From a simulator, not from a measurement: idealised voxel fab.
Process module name: voxel released beams
The figure presents cross-section cut, which has a width of 175 nm and is divided into square cells with an edge length of 5 nm.
In what follows, cross-sections appear as grids of square cells, described through bands that run from the top down, where every band is one or more rows of cells.
In this notation a band is specified by the heights of its top and bottom, in that order and in nm, after which its materials appear from left to right, each paired with its width in nm. The word "full width" attached to a single material means that material fills the band from edge to edge; the word "air" stands for empty space.
Convention: height 0 is the level below which the wafer, as received, is all one material. The lowest band does not terminate at the bottom but continues downward, represented as "top 0, no bottom".
The two numbers in a width such as "30..40" mark its ends across the band: the first belongs to the top row of cells, the second to the bottom row, and from each row to the next the width moves by the same amount.
Step marked "all unchanged"? Then no cell in the cross-section changed in it.
The label "Voids, sealed" introduces a list of the empty spaces, 8 cells or larger, that have no open way up to the top; each entry in it reads width x height at distance, where the distance is taken from the left edge and all three are stated in nm.
Formally, on a step line, whatever follows the settings is a remark that the simulator itself makes on the step.
overlay nm: mask offset rightward from planned place, masked step; negative means leftward offset.
[These are the steps we planned for the process]
1: RECEIVE (material Si)
2: CONFORMAL_DEP (material SiN; thk nm 10)
3: DIRECTIONAL_DEP (material SiO2; thk nm 10)
4: MASKED_ETCH (tone open; mask id ANCHOR; width nm 25; etch materials SiO2; depth nm 10; overlay nm 0)
5: CONFORMAL_DEP (material W; thk nm 10)
6: PATTERN (tone cover; mask id BEAM; material resist; width nm 70; thk nm 15; overlay nm 0)
7: DIRECTIONAL_ETCH (etch materials W; depth nm 10)
8: STRIP (etch materials resist)
9: STRIP (etch materials SiO2)
[The first of the two wafers, which ran as planned]
[As-received wafer cross-section (after step 1)]
top 0, no bottom: Si full width
Voids, sealed: none
[Wafer xsec, post step 2]
top 10, bottom 0: SiN full width
below 0: unchanged
[Wafer xsec, post step 3]
top 20, bottom 10: SiO2 full width
below 10: unchanged
[Wafer xsec, post step 4]
top 20, bottom 10: 55 of SiO2 / 25 of air / 95 of SiO2
below 10: unchanged
[Wafer xsec, post step 5]
top 30, bottom 20: 65 of W / 5 of air / 105 of W
top 20, bottom 10: 55 of SiO2 / 25 of W / 95 of SiO2
below 10: unchanged
[Wafer xsec, post step 6]
top 45, bottom 30: 50 of air / 70 of resist / 55 of air
top 30, bottom 20: 65 of W / 5 of resist / 105 of W
below 20: unchanged
[Wafer xsec, post step 7]
top 45, bottom 30: 50 of air / 70 of resist / 55 of air
top 30, bottom 20: 50 of air / 15 of W / 5 of resist / 50 of W / 55 of air
below 20: unchanged
[Wafer xsec, post step 8]
top 30, bottom 20: 50 of air / 15 of W / 5 of air / 50 of W / 55 of air
below 20: unchanged
[Wafer xsec, post step 9]
top 30, bottom 20: 50 of air / 15 of W / 5 of air / 50 of W / 55 of air
top 20, bottom 10: 55 of air / 25 of W / 95 of air
below 10: unchanged
[Notes, second wafer: start = first wafer's, plan = first wafer's, execution had one mistake; history identical to first through step 3]
[At the planned end of step 4, the second wafer in cross-section]
top 20, bottom 10: 60 of SiO2 / 25 of air / 90 of SiO2
below 10: unchanged
[At the planned end of step 5, the second wafer in cross-section]
top 30, bottom 20: 70 of W / 5 of air / 100 of W
top 20, bottom 10: 60 of SiO2 / 25 of W / 90 of SiO2
below 10: unchanged
[At the planned end of step 6, the second wafer in cross-section]
top 45, bottom 30: 50 of air / 70 of resist / 55 of air
top 30, bottom 20: 70 of W / 5 of resist / 100 of W
below 20: unchanged
[At the planned end of step 7, the second wafer in cross-section]
top 45, bottom 30: 50 of air / 70 of resist / 55 of air
top 30, bottom 20: 50 of air / 20 of W / 5 of resist / 45 of W / 55 of air
below 20: unchanged
[At the planned end of step 8, the second wafer in cross-section]
top 30, bottom 20: 50 of air / 20 of W / 5 of air / 45 of W / 55 of air
below 20: unchanged
[At the planned end of step 9, the second wafer in cross-section]
top 30, bottom 20: 50 of air / 20 of W / 5 of air / 45 of W / 55 of air
top 20, bottom 10: 60 of air / 25 of W / 90 of air
below 10: unchanged
The plan and the run diverged here: so step 4 ended up running with a different setting than we planned, it ran as MASKED_ETCH (tone open; mask id ANCHOR; width nm 25; etch materials SiO2; depth nm 10; overlay nm 5)
So at the finish, the second wafer's got exactly as many cells of each material as the first, just not in the same spots.
